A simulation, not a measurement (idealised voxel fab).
This section sets out a process module, namely voxel ribs on slabs.
Section cut is 290 nm wide and gridded with 5 nm square cells.
Cross-section, as written here: a square-cell grid given band by band from the top down, where a band holds one or more rows of cells.
Look at the band entry: it leads with the top's height and the bottom's height in nm. Then it lists the materials left to right, with a width in nm for each. The word "edge to edge" on a single material says that material fills the band edge to edge. The word "air" is empty space.
For the purposes of this specification, 0 denotes the height below which the wafer in its as-received condition is composed wholly of one material, and the lowermost band, lacking a lower limit, extends downward without end, as expressed in "0 down".
You'd read "30 to 40" like this: the band's top row of cells is as wide as the first number, its bottom row is as wide as the second, and going down, every row changes width by the same amount as the row before did.
"everything unchanged" for a step: no cell of the cross-section changed in that step.
The list in "Voids lacking openings" covers empty spaces of 8 cells or more that cannot reach the top through any open way, and it gives each as width x height at distance; the distance is from the left edge, and width, height and distance are in nm.
On each step's line, the part that comes after the settings is the simulator's own comment on the step.
"overlay nm", when on a step's line for a step with a mask, measures how far to the right of its planned place the mask lay; a negative measure means to the left.

LIST OF PLANNED PROCESS STEPS
step 1: RECEIVE with material Si
step 2: DIRECTIONAL_DEP with material SiO2, thk nm 30
step 3: DIRECTIONAL_DEP with material SiN, thk nm 20
step 4: MASKED_ETCH with tone cover, mask id RIB, width nm 20, etch materials SiN, depth nm 10, overlay nm 0
step 5: MASKED_ETCH with tone cover, mask id SLAB, width nm 80, etch materials SiN, depth nm 15, overlay nm 0
step 6: FILL_DEP with material SiO2, thk nm 20
step 7: CMP with height nm 70
step 8: DIRECTIONAL_DEP with material W, thk nm 5
step 9: MASKED_ETCH with tone cover, mask id HEATER, width nm 30, etch materials W, depth nm 5, overlay nm 0
step 10: CONFORMAL_DEP with material SiO2, thk nm 5
Quick note for whoever runs this: the wafers start identical, but the thk nm at step 3 isn't the same across them. The plan just shows what the first wafer had.

INCOMING STATE OF THE FIRST OF SEVERAL WAFERS IN CROSS-SECTION: AFTER STEP 1
  0 down = Si edge to edge
  Voids lacking openings: none

FIRST WAFER AT THE END, AFTER STEP 10
  80 to 75 = air 125 nm  SiO2 40 nm  air 125 nm
  75 to 70 = SiO2 130 nm  W 30 nm  SiO2 130 nm
  70 to 50 = SiO2 edge to edge
  50 to 40 = SiO2 135 nm  SiN 20 nm  SiO2 135 nm
  40 to 30 = SiO2 105 nm  SiN 80 nm  SiO2 105 nm
  30 to 0 = SiO2 edge to edge
  0 down = Si edge to edge
  Voids lacking openings: none

END OF MODULE, LAST WAFER SECTIONED
  80 to 75 = air 125 nm  SiO2 40 nm  air 125 nm
  75 to 70 = SiO2 130 nm  W 30 nm  SiO2 130 nm
  70 to 60 = SiO2 135 nm  SiN 20 nm  SiO2 135 nm
  60 to 45 = SiO2 105 nm  SiN 80 nm  SiO2 105 nm
  45 to 30 = SiN edge to edge
  30 to 0 = SiO2 edge to edge
  0 down = Si edge to edge
  Voids lacking openings: none

BELOW IS A PER-WAFER TABLE. IN IT, EACH ROW DESCRIBES THE WAFER AT THE END OF THE MODULE BY GIVING, FOR EACH MATERIAL, THE NUMBER OF CELLS GAINED (+) OR LOST (-) SINCE THE WAFER WAS RECEIVED, AND AFTER THAT THE CLOSED VOIDS OF THE WAFER
thk nm 20, +40 SiN, +832 SiO2, +6 W, Voids lacking openings: none
thk nm 25, +56 SiN, +816 SiO2, +6 W, Voids lacking openings: none
thk nm 30, +114 SiN, +758 SiO2, +6 W, Voids lacking openings: none
thk nm 35, +172 SiN, +700 SiO2, +6 W, Voids lacking openings: none
thk nm 40, +230 SiN, +642 SiO2, +6 W, Voids lacking openings: none
